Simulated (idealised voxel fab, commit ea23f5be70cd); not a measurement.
Process module name: voxel local oxidation
In the cross-section labelled cut, the width is 250 nm and each square cell is 5 nm.
Notation: cross-section as square-cell grid; stated in bands, top first, going down; one or more cell rows per band.
Look at the band entry: it leads with the top's height and the bottom's height in nm. Then it lists the materials left to right, with a width in nm for each. The word "throughout" on a single material says that material fills the band edge to edge. The word "blank" is empty space.
All heights in this document are referenced to 0, defined as the level beneath which the wafer, as received, consists entirely of one material. The lowest band is not bounded below; it extends indefinitely downward and is written in the form "from 0 down".
Quick explanation for "30 to 40": the width changes in equal steps down the rows of cells, from the first number in the band's top row to the second number in its bottom row.
Given "everything unchanged" for a step, no cell of the cross-section differs between before and after that step.
Voids not open to the top, 8 cells minimum: see "Fully sealed voids". Written width x height at distance; distance is from the left edge; nm.
Read whatever lies past the settings on a step's line as the simulator's own remark about the step.
"overlay nm" answers the question of how far to the right of plan the mask lay on a step that has a mask, and when it is negative the answer is to the left.
plan
- 1: op RECEIVE | material Si
- 2: op OXIDIZE | depth nm 5
- 3: op CONFORMAL_DEP | material SiN | thk nm 10
- 4: op PATTERN | tone cover | mask id ACTIVE | material resist | width nm 120 | thk nm 15 | overlay nm 0
- 5: op DIRECTIONAL_ETCH | etch materials SiN | depth nm 10
- 6: op STRIP | etch materials resist
- 7: op SELECTIVE_ETCH | etch materials SiO2 | depth nm 5
- 8: op OXIDIZE | depth nm 15
- 9: op STRIP | etch materials SiN
So this is the incoming wafer in cross-section - it's already been through step 1
    from 0 down | Si throughout
    Fully sealed voids: none
Cross-section, first of two wafers, end of module, run as planned
    from 0 to -5 | blank 70 nm, SiO2 110 nm, blank 70 nm
    from -5 to -20 | SiO2 85 nm, Si 80 nm, SiO2 85 nm
    from -20 down | Si throughout
    Fully sealed voids: none
Second wafer of the two, sectioned at the end of the module. It began like the first and followed the same plan, but one mistake was made while running it
    from 0 to -5 | blank 75 nm, SiO2 105 nm, blank 70 nm
    from -5 to -20 | SiO2 90 nm, Si 75 nm, SiO2 85 nm
    from -20 down | Si throughout
    Fully sealed voids: none
Want to know what went wrong? not per plan at step 4, really ran op PATTERN | tone cover | mask id ACTIVE | material resist | width nm 115 | thk nm 15 | overlay nm 0
The closing comparison, in cells, has the second wafer with more or fewer of some materials than the first: -3 Si, +2 SiO2
